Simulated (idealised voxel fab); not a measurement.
A process module follows: voxel quadruple lines.
The figure presents cross-section cut, which has a width of 285 nm and is divided into square cells with an edge length of 5 nm.
Cross-section format: a grid of square cells, given as bands from top to bottom; each band is one or more rows of cells.
Within each band entry, the heights of the top and of the bottom of the band appear first, in that order and in nm; the materials of the band then follow from left to right, each with its corresponding width in nm. The designation "everywhere" on a single material indicates that it fills the band from edge to edge; the designation "empty" indicates empty space.
All heights in this document are referenced to 0, defined as the level beneath which the wafer, as received, consists entirely of one material. The lowest band is not bounded below; it extends indefinitely downward and is written in the form "top 0, no bottom".
Top row gets the first number, bottom row gets the second, and each row in between changes by the same step: that is how a band width like "30->40" works.
"no change" -> step changed no cross-section cell.
Heads up: "Enclosed void listing" only lists the empty pockets with no open path to the top that are 8 cells or more, and it writes them as width x height at distance, distance from the left edge, in nm.
On each step's line, the part that comes after the settings is the simulator's own comment on the step.
overlay nm: right-of-plan distance of the mask on a masked step; negative values mean left-of-plan.
The following list gives the planned process steps
- 1: RECEIVE, material Si
- 2: CONFORMAL_DEP, material SiO2, thk nm 10
- 3: DIRECTIONAL_DEP, material TiN, thk nm 10
- 4: DIRECTIONAL_DEP, material polySi, thk nm 15
- 5: DIRECTIONAL_DEP, material aC, thk nm 25
- 6: PATTERN, tone cover, mask id MANDREL, material resist, width nm 25, thk nm 35, overlay nm 0
- 7: DIRECTIONAL_ETCH, etch materials aC, depth nm 25
- 8: STRIP, etch materials resist
- 9: CONFORMAL_DEP, material SiO2, thk nm 15
- 10: DIRECTIONAL_ETCH, etch materials SiO2, depth nm 15
- 11: STRIP, etch materials aC
- 12: DIRECTIONAL_ETCH, etch materials polySi, depth nm 15
- 13: STRIP, etch materials SiO2
- 14: CONFORMAL_DEP, material SiN, thk nm 5
- 15: DIRECTIONAL_ETCH, etch materials SiN, depth nm 5
- 16: STRIP, etch materials polySi
- 17: DIRECTIONAL_ETCH, etch materials TiN, depth nm 10
- 18: STRIP, etch materials SiN
As-received wafer cross-section (after step 1)
    top 0, no bottom  Si everywhere
    Enclosed void listing: none
The first of two wafers, cross-sectioned at the end of the module, with the run proceeding as planned
    top 20, bottom 10  empty=110 / TiN=5 / empty=15 / TiN=5 / empty=15 / TiN=5 / empty=15 / TiN=5 / empty=110
    top 10, bottom 0  SiO2 everywhere
    top 0, no bottom  Si everywhere
    Enclosed void listing: none
Wafer two cross-section, module end. Start and plan unchanged from wafer one; one mistake made during the run
    top 15, bottom 10  empty=110 / TiN=5 / empty=15 / TiN=5 / empty=15 / TiN=5 / empty=15 / TiN=5 / empty=110
    top 10, bottom 0  SiO2 everywhere
    top 0, no bottom  Si everywhere
    Enclosed void listing: none
Misprocessing identified: for step 3, the planned setting was not used; the step was instead run as DIRECTIONAL_DEP, material TiN, thk nm 5
Cell-count delta at end, second wafer over first, by material: TiN: 4 fewer
